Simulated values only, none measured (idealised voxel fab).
This is a process module. Its name is voxel lift off.
FYI the section here is cut, 280 nm wide, cells are 5 nm squares.
Each cross-section below is a grid of square cells, stated as bands in top-down order, with one or more rows of cells making up each band. For a band, the entry starts with two heights in nm, that of the top and then that of the bottom, and carries on with the band's materials in order from left to right, each alongside its width in nm; the word "all across" beside a single material means it fills the band edge to edge, and "empty" means empty space. Heights are measured from 0, the level below which the as-received wafer is all one material; the lowest band has no bottom and continues downward, written as in "0 and below". Graded width ("30->40"): value in top row of band = first number; value in bottom row = second number; row-to-row change constant. A step reported as "nothing altered" is a step in which no cell of the cross-section changed. The entry titled "Closed void inventory" provides the empty spaces that have no open way to the top, restricted to those of 8 cells or more. Each is presented as width x height at distance, the distance being measured from the left edge, with all three in nm. It should be noted that, on the line of a given step, the content following the step's settings is a remark produced by the simulator itself with respect to that step. "overlay nm" on a masked step: distance the mask lay right of its planned place, negative for left.

Set out below are the planned steps of the process
1,RECEIVE with material Si
2,CONFORMAL_DEP with material SiN, thk nm 10
3,PATTERN with tone open, mask id LINES, material resist, width nm 15, pitch nm 35, thk nm 25, overlay nm 0
4,DIRECTIONAL_DEP with material Ru, thk nm 10
5,STRIP with etch materials resist
6,CONFORMAL_DEP with material SiO2, thk nm 5

First of two wafers, processed according to plan

Wafer at receipt (post step 1), cross-section
- 0 and below  Si all across
- Closed void inventory: none

After step 2: wafer cross-section
- 10 down to 0  SiN all across
- Under 0: no change, same as before.

After step 3: wafer cross-section
- 35 down to 10  resist 80 nm | empty 15 nm | resist 20 nm | empty 15 nm | resist 20 nm | empty 15 nm | resist 20 nm | empty 15 nm | resist 80 nm
- Under 10: no change, same as before.

After step 4: wafer cross-section
- 45 down to 35  Ru 80 nm | empty 15 nm | Ru 20 nm | empty 15 nm | Ru 20 nm | empty 15 nm | Ru 20 nm | empty 15 nm | Ru 80 nm
- 35 down to 20  resist 80 nm | empty 15 nm | resist 20 nm | empty 15 nm | resist 20 nm | empty 15 nm | resist 20 nm | empty 15 nm | resist 80 nm
- 20 down to 10  resist 80 nm | Ru 15 nm | resist 20 nm | Ru 15 nm | resist 20 nm | Ru 15 nm | resist 20 nm | Ru 15 nm | resist 80 nm
- Under 10: no change, same as before.

After step 5: wafer cross-section
- 20 down to 10  empty 80 nm | Ru 15 nm | empty 20 nm | Ru 15 nm | empty 20 nm | Ru 15 nm | empty 20 nm | Ru 15 nm | empty 80 nm
- Under 10: no change, same as before.

After step 6: wafer cross-section
- 25 down to 20  empty 75 nm | SiO2 25 nm | empty 10 nm | SiO2 25 nm | empty 10 nm | SiO2 25 nm | empty 10 nm | SiO2 25 nm | empty 75 nm
- 20 down to 15  empty 75 nm | SiO2 5 nm | Ru 15 nm | SiO2 5 nm | empty 10 nm | SiO2 5 nm | Ru 15 nm | SiO2 5 nm | empty 10 nm | SiO2 5 nm | Ru 15 nm | SiO2 5 nm | empty 10 nm | SiO2 5 nm | Ru 15 nm | SiO2 5 nm | empty 75 nm
- 15 down to 10  SiO2 80 nm | Ru 15 nm | SiO2 20 nm | Ru 15 nm | SiO2 20 nm | Ru 15 nm | SiO2 20 nm | Ru 15 nm | SiO2 80 nm
- Under 10: no change, same as before.

It is to be noted that the second wafer proceeded from the same initial state and according to the same plan as the first, although one mistake was committed in its execution; through step 4, inclusive, the two wafers share an identical history

when step 5 should have ended
- 20 down to 10  empty 80 nm | Ru 15 nm | empty 20 nm | Ru 15 nm | empty 20 nm | Ru 15 nm | empty 20 nm | Ru 15 nm | empty 80 nm
- Under 10: no change, same as before.

when step 6 should have ended
- 25 down to 20  empty 75 nm | SiO2 25 nm | empty 10 nm | SiO2 25 nm | empty 10 nm | SiO2 25 nm | empty 10 nm | SiO2 25 nm | empty 75 nm
- 20 down to 15  empty 75 nm | SiO2 5 nm | Ru 15 nm | SiO2 5 nm | empty 10 nm | SiO2 5 nm | Ru 15 nm | SiO2 5 nm | empty 10 nm | SiO2 5 nm | Ru 15 nm | SiO2 5 nm | empty 10 nm | SiO2 5 nm | Ru 15 nm | SiO2 5 nm | empty 75 nm
- 15 down to 10  SiO2 80 nm | Ru 15 nm | SiO2 20 nm | Ru 15 nm | SiO2 20 nm | Ru 15 nm | SiO2 20 nm | Ru 15 nm | SiO2 80 nm
- Under 10: no change, same as before.
The mistake made against the process plan was this: twice over, step 5 of the plan was run
at the end the two cross-sections are the same: no effect in what this model computes
